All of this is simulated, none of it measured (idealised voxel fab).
Documented hereafter: the process module known as voxel fin reveal.
Cross-section cut spans 270 nm and uses square cells 5 nm in size.
Cross-section format: a grid of square cells, given as bands from top to bottom; each band is one or more rows of cells.
Per band: top height and bottom height in nm, followed by the left-to-right materials and their widths in nm; "everywhere" marks a single material spanning edge to edge, "blank" marks empty space.
We count height from 0. Below that, the starting wafer is all one material. The lowest band never ends at the bottom but goes on down; see "from 0 down" for how that is written.
Width spec "30 to 40" -> top row of cells at first value, bottom row at second value, equal per-row change in between.
Key: "no alteration" - step with no changed cell in the cross-section.
Entry "Entrapped voids" = empty spaces >= 8 cells with no open way to the top; each as width x height at distance, distance from left edge, all nm.
Post-settings text on a step line: simulator's own remark regarding the step.
overlay nm: how far to the right of its planned place the mask lay on this masked step (negative: to the left).

Here's what the planned process steps look like
- 1: op RECEIVE | material Si
- 2: op CONFORMAL_DEP | material SiN | thk nm 5
- 3: op PATTERN | tone cover | mask id FINS | material resist | width nm 15 | pitch nm 35 | thk nm 20 | overlay nm -15
- 4: op DIRECTIONAL_ETCH | etch materials SiN | depth nm 5
- 5: op DIRECTIONAL_ETCH | etch materials Si | depth nm 35
- 6: op STRIP | etch materials resist
- 7: op OXIDIZE | depth nm 5
- 8: op FILL_DEP | material SiO2 | thk nm 15
- 9: op CMP | height nm 5
- 10: op SELECTIVE_ETCH | etch materials SiO2 | depth nm 20
- 11: op STRIP | etch materials SiN
- 12: op CONFORMAL_DEP | material SiO2 | thk nm 5
It is noted that the wafers described herein are identical at the outset and are distinguished by the overlay nm of step 3; the value stated in the plan corresponds to the first wafer.

Received condition of the first of several wafers, sectioned: post-step 1
- from 0 down | Si everywhere
- Entrapped voids: none

At the end of the module, after its last step, step 12, the first of several wafers appears in cross-section as follows
- from 5 to 0 | 60 blank; 15 SiO2; 20 blank; 15 SiO2; 20 blank; 15 SiO2; 20 blank; 15 SiO2; 90 blank
- from 0 to -10 | 60 blank; 5 SiO2; 5 Si; 5 SiO2; 20 blank; 5 SiO2; 5 Si; 5 SiO2; 20 blank; 5 SiO2; 5 Si; 5 SiO2; 20 blank; 5 SiO2; 5 Si; 5 SiO2; 90 blank
- from -10 to -40 | 65 SiO2; 5 Si; 30 SiO2; 5 Si; 30 SiO2; 5 Si; 30 SiO2; 5 Si; 95 SiO2
- from -40 down | Si everywhere
- Entrapped voids: none

So this is the cross-section on the last wafer at the end of the module
- from 5 to 0 | 90 blank; 15 SiO2; 20 blank; 15 SiO2; 20 blank; 15 SiO2; 20 blank; 15 SiO2; 60 blank
- from 0 to -10 | 90 blank; 5 SiO2; 5 Si; 5 SiO2; 20 blank; 5 SiO2; 5 Si; 5 SiO2; 20 blank; 5 SiO2; 5 Si; 5 SiO2; 20 blank; 5 SiO2; 5 Si; 5 SiO2; 60 blank
- from -10 to -40 | 95 SiO2; 5 Si; 30 SiO2; 5 Si; 30 SiO2; 5 Si; 30 SiO2; 5 Si; 65 SiO2
- from -40 down | Si everywhere
- Entrapped voids: none

For your reference, the table is organized with a row per wafer; each row reflects the wafer at the end of the module, indicating for each material the cells gained (+) or lost (-) since receipt, and thereafter its closed voids
overlay nm -15, -400 Si, +328 SiO2, Entrapped voids: none
overlay nm -10, -400 Si, +328 SiO2, Entrapped voids: none
overlay nm -5, -400 Si, +328 SiO2, Entrapped voids: none
overlay nm 0, -400 Si, +328 SiO2, Entrapped voids: none
overlay nm 5, -400 Si, +328 SiO2, Entrapped voids: none
overlay nm 10, -400 Si, +328 SiO2, Entrapped voids: none
overlay nm 15, -400 Si, +328 SiO2, Entrapped voids: none
